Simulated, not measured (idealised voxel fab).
Name of the process module below: voxel ribs on slabs
Section shown: cut. Width: 145 nm. Cell size: 5 nm, square.
This document writes a cross-section as a grid whose cells are square, and gives it as bands, listed from the top down; one or more rows of cells form a band. Per band: top height and bottom height in nm, followed by the left-to-right materials and their widths in nm; "everywhere" marks a single material spanning edge to edge, "blank" marks empty space. Basically, 0 is our baseline, since under it the wafer straight out of the box is all one material. The bottom band has no lower end and keeps on going down, so it looks like "top 0, no bottom". Top row gets the first number, bottom row gets the second, and each row in between changes by the same step: that is how a band width like "30..40" works. "no alterations made" -> step changed no cross-section cell. "Sealed void inventory" means: voids of 8 cells or more that are shut off from the top with no open way through. Written width x height at distance, distance from the left edge, in nm. That trailing text on a step's line, after the settings, is the simulator's own remark on the step. "overlay nm" on a masked step: distance the mask lay right of its planned place, negative for left.

# Process steps (planned)
1,RECEIVE, material Si
2,DIRECTIONAL_DEP, material SiO2, thk nm 25
3,DIRECTIONAL_DEP, material polySi, thk nm 15
4,DIRECTIONAL_DEP, material aC, thk nm 15
5,PATTERN, tone cover, mask id RIB, material resist, width nm 25, thk nm 35, overlay nm 0
6,DIRECTIONAL_ETCH, etch materials aC, depth nm 15
7,STRIP, etch materials resist
8,DIRECTIONAL_ETCH, etch materials polySi, depth nm 10
9,STRIP, etch materials aC
10,DIRECTIONAL_DEP, material aC, thk nm 10
11,PATTERN, tone cover, mask id SLAB, material resist, width nm 85, thk nm 25, overlay nm 0
12,DIRECTIONAL_ETCH, etch materials aC, depth nm 10
13,STRIP, etch materials resist
14,DIRECTIONAL_ETCH, etch materials polySi, depth nm 5
15,STRIP, etch materials aC
16,FILL_DEP, material SiO2, thk nm 20
17,CMP, height nm 50
18,DIRECTIONAL_DEP, material W, thk nm 10
19,PATTERN, tone cover, mask id HEATER, material resist, width nm 35, thk nm 15, overlay nm 0
20,DIRECTIONAL_ETCH, etch materials W, depth nm 10
21,STRIP, etch materials resist
22,CONFORMAL_DEP, material SiN, thk nm 10

# Cross-section of the wafer as it came to us, i.e., already through step 1
  top 0, no bottom: Si everywhere
  Sealed void inventory: none

# The following cross-section depicts the wafer upon conclusion of the module. Processing commenced from the starting condition illustrated above and adhered to the plan illustrated above, save for one mistake in execution
  top 60, bottom 50: 55 of blank / 35 of W / 55 of blank
  top 50, bottom 40: SiO2 everywhere
  top 40, bottom 30: 60 of SiO2 / 25 of polySi / 60 of SiO2
  top 30, bottom 25: 30 of SiO2 / 85 of polySi / 30 of SiO2
  top 25, bottom 0: SiO2 everywhere
  top 0, no bottom: Si everywhere
  Sealed void inventory: none
It is concluded that the wafer was processed incorrectly with respect to the plan, in that plan step 22 never ran because it was skipped
